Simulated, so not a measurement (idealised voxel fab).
Process module heading - voxel lift off
Pictured: cross-section cut, 240 nm wide, on a grid of 5 nm square cells.
Heads up, the way a cross-section reads in here is a grid of square cells, handed over as bands from the top down, with every band being one or more rows of cells. Each band's line starts with the height of the band's top and of its bottom, in nm. Then come its materials from left to right, each with its width in nm. One material with "all across" fills the band from edge to edge. "empty" is empty space. Zero point of the height axis is 0; under it, received wafer = one material. Lowest band: continues down indefinitely, "0 nm and below". A width such as "30 to 40" changes by the same amount from each row of cells to the next, from the band's top row to its bottom row. The cross-section has no changed cell in any step marked "remained the same". Empty spaces without an open route to the top, at least 8 cells in extent, make up the entry "Voids lacking openings"; each is given as width x height at distance, where the distance is measured from the left edge, and all are in nm. Note: text after step settings on the step line = simulator remark on that step. For masked steps, "overlay nm" on the step line gives how far right of plan the mask actually lay; a minus sign means it lay to the left.
So here's the lineup of process steps we planned
1 RECEIVE | material Si
2 CONFORMAL_DEP | material Al2O3 | thk nm 5
3 PATTERN | tone open | mask id LINES | material resist | width nm 25 | pitch nm 55 | thk nm 20 | overlay nm 0
4 DIRECTIONAL_DEP | material Ru | thk nm 5
5 STRIP | etch materials resist
6 CONFORMAL_DEP | material SiN | thk nm 10
So this is the incoming wafer in cross-section - it's already been through step 1
0 nm and below: Si all across
Voids lacking openings: none
The cross-section shown corresponds to the wafer at the conclusion of the module. The initial structure and the process plan are those presented above; however, one mistake occurred in executing the plan
20 nm to 15 nm: empty 70 nm | SiN 45 nm | empty 10 nm | SiN 45 nm | empty 70 nm
15 nm to 10 nm: SiN all across
10 nm to 5 nm: SiN 80 nm | Ru 25 nm | SiN 30 nm | Ru 25 nm | SiN 80 nm
5 nm to 0 nm: SiN all across
0 nm and below: Si all across
Voids lacking openings: none
What was the processing mistake? step 2 was processed under conditions differing from the plan, specifically as CONFORMAL_DEP | material SiN | thk nm 5
